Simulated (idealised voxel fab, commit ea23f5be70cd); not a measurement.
The document below concerns the process module designated voxel lift off.
275 nm wide, 5 nm square cells: that's cross-section cut.
Just so we're on the same page, the cross-sections are grids of square cells, and they're listed out in bands top to bottom, each band one or more rows deep. In this notation a band is specified by the heights of its top and bottom, in that order and in nm, after which its materials appear from left to right, each paired with its width in nm. The word "all across" attached to a single material means that material fills the band from edge to edge; the word "air" stands for empty space. Note: height 0 marks the level under which the wafer is uniformly one material as received. Lowest band unbounded below, written "0 down". Per-row width for "30 to 40": begins at first number (top row of band), ends at second number (bottom row), increment between rows held constant. "no modifications", as given for a step, is the statement that not any cell of the cross-section underwent a change during that step. In "Completely enclosed voids" the enclosed voids are listed, meaning empty spaces of 8 cells or larger without any opening to the top. The form is width x height at distance, distance from the left edge, units nm. Where a step's line continues beyond its settings, the continuation is a remark by the simulator itself on that step. What "overlay nm" on a step's line means: if the step has a mask, that mask lay this far to the right of its planned place, or, when the value is negative, to the left.

The steps planned for the process are as follows:
- 1: RECEIVE (material Si)
- 2: CONFORMAL_DEP (material SiO2; thk nm 15)
- 3: PATTERN (tone open; mask id LINES; material resist; width nm 20; pitch nm 60; thk nm 20; overlay nm 0)
- 4: DIRECTIONAL_DEP (material Ru; thk nm 5)
- 5: STRIP (etch materials resist)
- 6: CONFORMAL_DEP (material SiCN; thk nm 5)
Same starting wafers, different width nm at step 3. Plan value belongs to the first wafer.

As received, i.e. after step 1: cross-section through the first of several wafers:
    0 down | Si all across
    Completely enclosed voids: none

After the module's final step, step 6: the first of several wafers in cross-section:
    25 to 20 | air 90 nm, SiCN 30 nm, air 30 nm, SiCN 30 nm, air 95 nm
    20 to 15 | SiCN 95 nm, Ru 20 nm, SiCN 40 nm, Ru 20 nm, SiCN 100 nm
    15 to 0 | SiO2 all across
    0 down | Si all across
    Completely enclosed voids: none

Last wafer of the set, cross-sectioned at end of module:
    25 to 20 | air 80 nm, SiCN 55 nm, air 5 nm, SiCN 55 nm, air 80 nm
    20 to 15 | SiCN 85 nm, Ru 45 nm, SiCN 15 nm, Ru 45 nm, SiCN 85 nm
    15 to 0 | SiO2 all across
    0 down | Si all across
    Completely enclosed voids: none

The rows of the table below are wafers. Looking at the end of the module, a row counts, for every material, the cells the wafer has gained, shown as (+), or lost, shown as (-), since it was received; its closed voids come next:
width nm 20 | +8 Ru | +59 SiCN | +165 SiO2 | Completely enclosed voids: none
width nm 25 | +10 Ru | +59 SiCN | +165 SiO2 | Completely enclosed voids: none
width nm 30 | +12 Ru | +59 SiCN | +165 SiO2 | Completely enclosed voids: none
width nm 35 | +14 Ru | +59 SiCN | +165 SiO2 | Completely enclosed voids: none
width nm 40 | +16 Ru | +59 SiCN | +165 SiO2 | Completely enclosed voids: none
width nm 45 | +18 Ru | +59 SiCN | +165 SiO2 | Completely enclosed voids: none
